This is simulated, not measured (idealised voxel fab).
process module | voxel lift off
cross-section cut | 180 nm wide | cells 5 nm
A cross-section is a grid of square cells, given in bands from the top down. A band is one or more rows of cells.
Each band's line starts with the height of the band's top and of its bottom, in nm. Then come its materials from left to right, each with its width in nm. One material with "throughout" fills the band from edge to edge. "air" is empty space.
Height 0 is the level under which the wafer as received is all one material. The lowest band goes on downwards, as in "0 down".
A width such as "30 to 40" changes by the same amount from each row of cells to the next, from the band's top row to its bottom row.
"no change" after a step means that no cell of the cross-section changed.
closed voids: empty space of 8 cells or more with no open way to the top, each as width x height at its distance from the left edge, in nm
after a step's settings: what the simulator itself notes on the step
overlay nm, on a step with a mask: how far to the right of its planned place the mask lay; to the left if negative
plan
1 op RECEIVE | material Si
2 op CONFORMAL_DEP | material SiO2 | thk nm 10
3 op PATTERN | tone open | mask id LINES | material resist | width nm 15 | pitch nm 35 | thk nm 15 | overlay nm 0
4 op DIRECTIONAL_DEP | material Ru | thk nm 5
5 op STRIP | etch materials resist
6 op CONFORMAL_DEP | material SiO2 | thk nm 10
as received, after step 1
  0 down: Si throughout
  closed voids: none
a wafer at the end: this start, this plan, one mistake
  30 to 25: air 30 | SiO2 115 | air 35
  25 to 15: SiO2 throughout
  15 to 10: SiO2 45 | Ru 15 | SiO2 20 | Ru 15 | SiO2 20 | Ru 15 | SiO2 50
  10 to 0: SiO2 throughout
  0 down: Si throughout
  closed voids: none
what went wrong: step 6 ran as: op CONFORMAL_DEP | material SiO2 | thk nm 15
